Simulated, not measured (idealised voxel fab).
process module | voxel ribs on slabs
cross-section cut | 285 nm wide | cells 5 nm
A cross-section is a grid of square cells, given in bands from the top down. A band is one or more rows of cells.
Each band's line starts with the height of the band's top and of its bottom, in nm. Then come its materials from left to right, each with its width in nm. One material with "throughout" fills the band from edge to edge. "air" is empty space.
Height 0 is the level under which the wafer as received is all one material. The lowest band goes on downwards, as in "0 down".
A width such as "30 to 40" changes by the same amount from each row of cells to the next, from the band's top row to its bottom row.
"no change" after a step means that no cell of the cross-section changed.
closed voids: empty space of 8 cells or more with no open way to the top, each as width x height at its distance from the left edge, in nm
after a step's settings: what the simulator itself notes on the step
overlay nm, on a step with a mask: how far to the right of its planned place the mask lay; to the left if negative
plan
1 op RECEIVE | material Si
2 op DIRECTIONAL_DEP | material SiO2 | thk nm 30
3 op DIRECTIONAL_DEP | material polySi | thk nm 20
4 op PATTERN | tone cover | mask id RIB | material resist | width nm 25 | thk nm 20 | overlay nm 0
5 op DIRECTIONAL_ETCH | etch materials polySi | depth nm 5
6 op STRIP | etch materials resist
7 op DIRECTIONAL_DEP | material aC | thk nm 10
8 op PATTERN | tone cover | mask id SLAB | material resist | width nm 75 | thk nm 30 | overlay nm 0
9 op DIRECTIONAL_ETCH | etch materials aC | depth nm 10
10 op STRIP | etch materials resist
11 op DIRECTIONAL_ETCH | etch materials polySi | depth nm 15
12 op STRIP | etch materials aC
13 op FILL_DEP | material SiO2 | thk nm 25
14 op CMP | height nm 65
15 op DIRECTIONAL_DEP | material W | thk nm 10
16 op MASKED_ETCH | tone cover | mask id HEATER | width nm 35 | etch materials W | depth nm 10 | overlay nm 0
17 op CONFORMAL_DEP | material SiO2 | thk nm 5
as received, after step 1
  0 down: Si throughout
  closed voids: none
a wafer at the end: this start, this plan, one mistake
  75 to 65: air 125 | W 35 | air 125
  65 to 50: SiO2 throughout
  50 to 45: SiO2 130 | polySi 25 | SiO2 130
  45 to 30: SiO2 105 | polySi 75 | SiO2 105
  30 to 0: SiO2 throughout
  0 down: Si throughout
  closed voids: none
what went wrong: step 17 was left out
